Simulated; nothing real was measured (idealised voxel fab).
Proc. module: voxel ribs on slabs
cross-section cut | 295 nm wide | cells 5 nm
The cross-sections in this document take the form of a grid made of square cells. They are written out as bands, in order from top to bottom. Each band consists of one or more rows of cells. What a band's entry tells you: where the top is and where the bottom is, as heights in nm, and after that what lies inside, material by material from left to right, each with its width in nm. Empty space is written as the word "air", and a single material marked with the word "edge to edge" occupies the band from edge to edge. Heights are measured from 0, the level below which the as-received wafer is all one material; the lowest band has no bottom and continues downward, written as in "top 0, no bottom". Width: "30 to 40" (first number = top row, second number = bottom row, same change from row to row of cells). The cross-section has no changed cell in any step marked "identical to before". Empty spaces without an open route to the top, at least 8 cells in extent, make up the entry "Entrapped void list"; each is given as width x height at distance, where the distance is measured from the left edge, and all are in nm. Note: text after step settings on the step line = simulator remark on that step. Regarding "overlay nm": on a step with a mask, it is the distance the mask lay to the right of its planned place; a negative value places it to the left.
## These are the steps we planned for the process
1: op RECEIVE | material Si
2: op DIRECTIONAL_DEP | material SiO2 | thk nm 20
3: op DIRECTIONAL_DEP | material polySi | thk nm 20
4: op DIRECTIONAL_DEP | material aC | thk nm 10
5: op PATTERN | tone cover | mask id RIB | material resist | width nm 15 | thk nm 30 | overlay nm 0
6: op DIRECTIONAL_ETCH | etch materials aC | depth nm 10
7: op STRIP | etch materials resist
8: op DIRECTIONAL_ETCH | etch materials polySi | depth nm 15
9: op STRIP | etch materials aC
10: op DIRECTIONAL_DEP | material aC | thk nm 15
11: op PATTERN | tone cover | mask id SLAB | material resist | width nm 55 | thk nm 35 | overlay nm 0
12: op DIRECTIONAL_ETCH | etch materials aC | depth nm 15
13: op STRIP | etch materials resist
14: op DIRECTIONAL_ETCH | etch materials polySi | depth nm 10
15: op STRIP | etch materials aC
16: op FILL_DEP | material SiO2 | thk nm 15
17: op CMP | height nm 55
18: op DIRECTIONAL_DEP | material TiN | thk nm 10
19: op PATTERN | tone cover | mask id HEATER | material resist | width nm 25 | thk nm 20 | overlay nm 0
20: op DIRECTIONAL_ETCH | etch materials TiN | depth nm 10
21: op STRIP | etch materials resist
22: op CONFORMAL_DEP | material SiO2 | thk nm 5
Across this set of wafers, the varied parameter is the thk nm of step 3. Starting conditions are identical for every wafer, and the plan reports the value assigned to the first wafer.
## After step 1, as received: first of several wafers, cross-section
- top 0, no bottom: Si edge to edge
- Entrapped void list: none
## Once step 22, the last step, is complete, the module is at its end; this is the cross-section of the first of several wafers
- top 70, bottom 65: air 130 nm | SiO2 35 nm | air 130 nm
- top 65, bottom 60: air 130 nm | SiO2 5 nm | TiN 25 nm | SiO2 5 nm | air 130 nm
- top 60, bottom 55: SiO2 135 nm | TiN 25 nm | SiO2 135 nm
- top 55, bottom 40: SiO2 edge to edge
- top 40, bottom 25: SiO2 140 nm | polySi 15 nm | SiO2 140 nm
- top 25, bottom 20: SiO2 120 nm | polySi 55 nm | SiO2 120 nm
- top 20, bottom 0: SiO2 edge to edge
- top 0, no bottom: Si edge to edge
- Entrapped void list: none
## Cross-section, last wafer, module completion
- top 70, bottom 65: air 130 nm | SiO2 35 nm | air 130 nm
- top 65, bottom 60: air 130 nm | SiO2 5 nm | TiN 25 nm | SiO2 5 nm | air 130 nm
- top 60, bottom 55: SiO2 135 nm | TiN 25 nm | SiO2 135 nm
- top 55, bottom 45: SiO2 140 nm | polySi 15 nm | SiO2 140 nm
- top 45, bottom 35: SiO2 120 nm | polySi 55 nm | SiO2 120 nm
- top 35, bottom 20: polySi edge to edge
- top 20, bottom 0: SiO2 edge to edge
- top 0, no bottom: Si edge to edge
- Entrapped void list: none
## Here is how to read the rows: every wafer has a row, and it shows the wafer at the end of the module, giving for each material how many cells were gained (+) or lost (-) since the wafer was received, then listing its closed voids
thk nm 20 | +692 SiO2 | +10 TiN | +20 polySi | Entrapped void list: none
thk nm 25 | +681 SiO2 | +10 TiN | +31 polySi | Entrapped void list: none
thk nm 30 | +622 SiO2 | +10 TiN | +90 polySi | Entrapped void list: none
thk nm 35 | +563 SiO2 | +10 TiN | +149 polySi | Entrapped void list: none
thk nm 40 | +507 SiO2 | +10 TiN | +205 polySi | Entrapped void list: none
